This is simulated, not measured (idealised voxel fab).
Proc. module: voxel released beams
Section shown: cut. Width: 225 nm. Cell size: 5 nm, square.
We lay out every cross-section as a grid of square cells and spell it out in bands from the top down, where one band means one or more rows of cells. The band entry comprises the height of the band's top followed by the height of its bottom, expressed in nm, and subsequently the band's materials from left to right, each stated together with its width in nm. Where a single material is marked with the word "all across", that material fills the band from edge to edge. The word "air" represents empty space. For the purposes of this specification, 0 denotes the height below which the wafer in its as-received condition is composed wholly of one material, and the lowermost band, lacking a lower limit, extends downward without end, as expressed in "from 0 down". A width such as "30..40" changes by the same amount from each row of cells to the next, from the band's top row to its bottom row. "no change occurred" after a step means that no cell of the cross-section changed. "Enclosed void catalog" - sealed voids, min. 8 cells, no opening to top; format: width x height at distance (distance from left edge; nm throughout). Heads up: the bit after the settings on a step's line is the simulator's remark on that step. When a step includes a mask, the "overlay nm" setting on its line states how far to the right of its planned place that mask lay, and negative values state how far to the left.

# Intended process steps
step 1: RECEIVE (material Si)
step 2: CONFORMAL_DEP (material Al2O3; thk nm 10)
step 3: DIRECTIONAL_DEP (material SiO2; thk nm 20)
step 4: DIRECTIONAL_DEP (material aC; thk nm 15)
step 5: PATTERN (tone open; mask id ANCHOR; material resist; width nm 35; thk nm 35; overlay nm 0)
step 6: DIRECTIONAL_ETCH (etch materials aC; depth nm 15)
step 7: STRIP (etch materials resist)
step 8: DIRECTIONAL_ETCH (etch materials SiO2; depth nm 20)
step 9: STRIP (etch materials aC)
step 10: CONFORMAL_DEP (material polySi; thk nm 15)
step 11: PATTERN (tone cover; mask id BEAM; material resist; width nm 120; thk nm 20; overlay nm 0)
step 12: DIRECTIONAL_ETCH (etch materials polySi; depth nm 15)
step 13: STRIP (etch materials resist)
step 14: STRIP (etch materials SiO2)
Variable across wafers: step 5 width nm (plan value is that of the first wafer; starting state common to all).

# First of several wafers (as received, post step 1), cross-sectional view
- from 0 down = Si all across
- Enclosed void catalog: none

# At the end of the module, after its last step, step 14, the first of several wafers appears in cross-section as follows
- from 45 to 30 = air 50, polySi 25, air 5, polySi 90, air 55
- from 30 to 25 = air 60, polySi 15, air 5, polySi 15, air 130
- from 25 to 10 = air 60, polySi 35, air 130
- from 10 to 0 = Al2O3 all across
- from 0 down = Si all across
- Enclosed void catalog: none

# Last-wafer cross-section at the end of the module
- from 45 to 30 = air 50, polySi 15, air 30, polySi 75, air 55
- from 30 to 25 = air 50, polySi 15, air 30, polySi 15, air 115
- from 25 to 10 = air 50, polySi 60, air 115
- from 10 to 0 = Al2O3 all across
- from 0 down = Si all across
- Enclosed void catalog: none

# Per wafer, end of module: cells gained (+) or lost (-) per material since receipt, then closed voids
width nm 35; +90 Al2O3; +96 polySi; Enclosed void catalog: none
width nm 40; +90 Al2O3; +96 polySi; Enclosed void catalog: none
width nm 45; +90 Al2O3; +96 polySi; Enclosed void catalog: none
width nm 50; +90 Al2O3; +96 polySi; Enclosed void catalog: none
width nm 55; +90 Al2O3; +96 polySi; Enclosed void catalog: none
width nm 60; +90 Al2O3; +96 polySi; Enclosed void catalog: none
